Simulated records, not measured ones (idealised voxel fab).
process module | voxel capacitor over wiring
cross-section cut | 200 nm wide | cells 5 nm
A cross-section is a grid of square cells, given in bands from the top down. A band is one or more rows of cells.
Each band's line starts with the height of the band's top and of its bottom, in nm. Then come its materials from left to right, each with its width in nm. One material with "throughout" fills the band from edge to edge. "air" is empty space.
Height 0 is the level under which the wafer as received is all one material. The lowest band goes on downwards, as in "0 down".
A width such as "30 to 40" changes by the same amount from each row of cells to the next, from the band's top row to its bottom row.
"no change" after a step means that no cell of the cross-section changed.
closed voids: empty space of 8 cells or more with no open way to the top, each as width x height at its distance from the left edge, in nm
after a step's settings: what the simulator itself notes on the step
overlay nm, on a step with a mask: how far to the right of its planned place the mask lay; to the left if negative
plan
1 op RECEIVE | material Si
2 op CONFORMAL_DEP | material SiO2 | thk nm 10
3 op DIRECTIONAL_DEP | material TiN | thk nm 5
4 op DIRECTIONAL_DEP | material W | thk nm 25
5 op MASKED_ETCH | tone cover | mask id METAL_1 | width nm 25 | pitch nm 95 | etch materials W | depth nm 25 | overlay nm 0
6 op MASKED_ETCH | tone cover | mask id METAL_1 | width nm 25 | pitch nm 95 | etch materials TiN | depth nm 5 | overlay nm 0
7 op FILL_DEP | material SiO2 | thk nm 5
8 op CMP | height nm 40
9 op CONFORMAL_DEP | material SiCN | thk nm 5
10 op DIRECTIONAL_DEP | material SiO2 | thk nm 20
11 op MASKED_ETCH | tone open | mask id PLUG_1 | width nm 15 | etch materials SiO2 | depth nm 20 | overlay nm 0
12 op MASKED_ETCH | tone open | mask id PLUG_1 | width nm 15 | etch materials SiCN | depth nm 5 | overlay nm 0
13 op EPI | material Ru | thk nm 10
14 op EPI | material Ru | thk nm 10
15 op EPI | material Ru | thk nm 5
16 op DIRECTIONAL_DEP | material TiN | thk nm 5
17 op DIRECTIONAL_DEP | material HfO2 | thk nm 5
18 op DIRECTIONAL_DEP | material TiN | thk nm 10
19 op PATTERN | tone cover | mask id UPPER_PLATE | material resist | width nm 75 | thk nm 20 | overlay nm 0
20 op DIRECTIONAL_ETCH | etch materials TiN | depth nm 10
21 op DIRECTIONAL_ETCH | etch materials HfO2 | depth nm 5
22 op STRIP | etch materials resist
23 op DIRECTIONAL_DEP | material aC | thk nm 10
24 op PATTERN | tone cover | mask id LOWER_PLATE | material resist | width nm 85 | thk nm 30 | overlay nm 0
25 op DIRECTIONAL_ETCH | etch materials aC | depth nm 10
26 op STRIP | etch materials resist
27 op DIRECTIONAL_ETCH | etch materials TiN | depth nm 5
28 op STRIP | etch materials aC
29 op FILL_DEP | material SiO2 | thk nm 20
30 op CMP | height nm 100
31 op DIRECTIONAL_DEP | material aC | thk nm 10
32 op PATTERN | tone open | mask id PLUG_2 | material resist | width nm 15 | thk nm 30 | overlay nm 0
33 op DIRECTIONAL_ETCH | etch materials aC | depth nm 10
34 op STRIP | etch materials resist
35 op DIRECTIONAL_ETCH | etch materials SiO2 | depth nm 15
36 op STRIP | etch materials aC
37 op CONFORMAL_DEP | material TiN | thk nm 5
38 op FILL_DEP | material Ru | thk nm 5
39 op CMP | height nm 100
40 op CONFORMAL_DEP | material SiN | thk nm 5
as received, after step 1
  0 down: Si throughout
  closed voids: none
first wafer at the end, as planned
  105 to 100: SiN throughout
  100 to 90: SiO2 60 | TiN 5 | Ru 5 | TiN 5 | SiO2 125
  90 to 85: SiO2 60 | TiN 15 | SiO2 125
  85 to 75: SiO2 50 | TiN 75 | SiO2 75
  75 to 70: SiO2 50 | HfO2 75 | SiO2 75
  70 to 65: SiO2 45 | TiN 85 | SiO2 70
  65 to 45: SiO2 50 | Ru 15 | SiO2 135
  45 to 40: SiCN 50 | Ru 15 | SiCN 135
  40 to 15: SiO2 40 | W 25 | SiO2 70 | W 25 | SiO2 40
  15 to 10: SiO2 40 | TiN 25 | SiO2 70 | TiN 25 | SiO2 40
  10 to 0: SiO2 throughout
  0 down: Si throughout
  closed voids: none
second wafer at the end: like start, like plan, one mistake
  105 to 100: SiN throughout
  100 to 90: SiO2 60 | TiN 5 | Ru 5 | TiN 5 | SiO2 125
  90 to 85: SiO2 60 | TiN 15 | SiO2 125
  85 to 75: SiO2 50 | TiN 75 | SiO2 75
  75 to 70: SiO2 50 | HfO2 75 | SiO2 75
  70 to 65: SiCN throughout
  65 to 45: SiO2 50 | Ru 15 | SiO2 135
  45 to 40: SiCN 50 | Ru 15 | SiCN 135
  40 to 15: SiO2 40 | W 25 | SiO2 70 | W 25 | SiO2 40
  15 to 10: SiO2 40 | TiN 25 | SiO2 70 | TiN 25 | SiO2 40
  10 to 0: SiO2 throughout
  0 down: Si throughout
  closed voids: none
what went wrong: step 16 ran as: op DIRECTIONAL_DEP | material SiCN | thk nm 5
at the end the second wafer has, in cells: 40 more of SiCN | 23 fewer of SiO2 | 17 fewer of TiN
